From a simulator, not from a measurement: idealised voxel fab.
process module | voxel ribs on slabs
cross-section cut | 190 nm wide | cells 5 nm
A cross-section is a grid of square cells, given in bands from the top down. A band is one or more rows of cells.
Each band's line starts with the height of the band's top and of its bottom, in nm. Then come its materials from left to right, each with its width in nm. One material with "throughout" fills the band from edge to edge. "air" is empty space.
Height 0 is the level under which the wafer as received is all one material. The lowest band goes on downwards, as in "0 down".
A width such as "30 to 40" changes by the same amount from each row of cells to the next, from the band's top row to its bottom row.
"no change" after a step means that no cell of the cross-section changed.
closed voids: empty space of 8 cells or more with no open way to the top, each as width x height at its distance from the left edge, in nm
after a step's settings: what the simulator itself notes on the step
overlay nm, on a step with a mask: how far to the right of its planned place the mask lay; to the left if negative
plan
1 op RECEIVE | material Si
2 op DIRECTIONAL_DEP | material SiO2 | thk nm 20
3 op DIRECTIONAL_DEP | material SiN | thk nm 20
4 op DIRECTIONAL_DEP | material aC | thk nm 15
5 op PATTERN | tone cover | mask id RIB | material resist | width nm 20 | thk nm 30 | overlay nm 0
6 op DIRECTIONAL_ETCH | etch materials aC | depth nm 15
7 op STRIP | etch materials resist
8 op DIRECTIONAL_ETCH | etch materials SiN | depth nm 10
9 op STRIP | etch materials aC
10 op PATTERN | tone cover | mask id SLAB | material resist | width nm 70 | thk nm 15 | overlay nm 0
11 op DIRECTIONAL_ETCH | etch materials SiN | depth nm 10
12 op STRIP | etch materials resist
13 op FILL_DEP | material SiO2 | thk nm 30
14 op CMP | height nm 60
15 op DIRECTIONAL_DEP | material W | thk nm 5
16 op DIRECTIONAL_DEP | material aC | thk nm 15
17 op PATTERN | tone cover | mask id HEATER | material resist | width nm 30 | thk nm 30 | overlay nm 0
18 op DIRECTIONAL_ETCH | etch materials aC | depth nm 15
19 op STRIP | etch materials resist
20 op DIRECTIONAL_ETCH | etch materials W | depth nm 5
21 op STRIP | etch materials aC
22 op CONFORMAL_DEP | material SiN | thk nm 5
as received, after step 1
  0 down: Si throughout
  closed voids: none
a wafer at the end: this start, this plan, one mistake
  70 to 65: air 75 | SiN 40 | air 75
  65 to 60: SiN 80 | W 30 | SiN 80
  60 to 40: SiO2 throughout
  40 to 30: SiO2 85 | SiN 20 | SiO2 85
  30 to 20: SiO2 65 | SiN 65 | SiO2 60
  20 to 0: SiO2 throughout
  0 down: Si throughout
  closed voids: none
what went wrong: step 10 ran as: op PATTERN | tone cover | mask id SLAB | material resist | width nm 65 | thk nm 15 | overlay nm 0
